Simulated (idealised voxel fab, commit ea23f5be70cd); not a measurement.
Module name: voxel trench capacitor (process module)
Each square cell in cross-section cut measures 5 nm, and the section as a whole is 240 nm wide.
Cross-section = grid of square cells, listed top down in bands; band = one or more rows. Heights first: top, then bottom, in nm. Then materials, left to right, each with a width in nm. "everywhere" on a single material: fills the band edge to edge. "blank": empty space. Ref level 0: as-received wafer is one material below here. Bottom band extends down with no lower bound ("0 -> down"). Quick explanation for "30->40": the width changes in equal steps down the rows of cells, from the first number in the band's top row to the second number in its bottom row. The cross-section has no changed cell in any step marked "nothing was modified". Empty spaces without an open route to the top, at least 8 cells in extent, make up the entry "Sealed internal cavities"; each is given as width x height at distance, where the distance is measured from the left edge, and all are in nm. Note: text after step settings on the step line = simulator remark on that step. For masked steps, "overlay nm" on the step line gives how far right of plan the mask actually lay; a minus sign means it lay to the left.
**The planned process steps are enumerated hereunder**
step 1: RECEIVE: material Si
step 2: CONFORMAL_DEP: material SiN, thk nm 10
step 3: MASKED_ETCH: tone open, mask id TRENCH, width nm 30, pitch nm 60, etch materials SiN, depth nm 10, overlay nm 0
step 4: MASKED_ETCH: tone open, mask id TRENCH, width nm 20, pitch nm 60, etch materials Si, depth nm 30, overlay nm 0
step 5: CONFORMAL_DEP: material Al2O3, thk nm 5
step 6: CONFORMAL_DEP: material TiN, thk nm 5
step 7: FILL_DEP: material W, thk nm 10
step 8: CMP: height nm 10
Same starting wafers, different width nm at step 4. Plan value belongs to the first wafer.
**The as-received cross-section of the first of several wafers corresponds to the state after step 1**
- 0 -> down | Si everywhere
- Sealed internal cavities: none
**Below: a row per wafer. Contents at end of module: for every material, cells gained since receipt (+) or lost since receipt (-); then closed voids**
width nm 20; +60 Al2O3; -72 Si; +60 SiN; +48 TiN; Sealed internal cavities: none
width nm 25; +60 Al2O3; -90 Si; +60 SiN; +48 TiN; +18 W; Sealed internal cavities: none
width nm 30; +60 Al2O3; -108 Si; +60 SiN; +48 TiN; +36 W; Sealed internal cavities: none
width nm 35; +60 Al2O3; -108 Si; +60 SiN; +48 TiN; +36 W; Sealed internal cavities: none
width nm 40; +60 Al2O3; -108 Si; +60 SiN; +48 TiN; +36 W; Sealed internal cavities: none
width nm 45; +60 Al2O3; -108 Si; +60 SiN; +48 TiN; +36 W; Sealed internal cavities: none
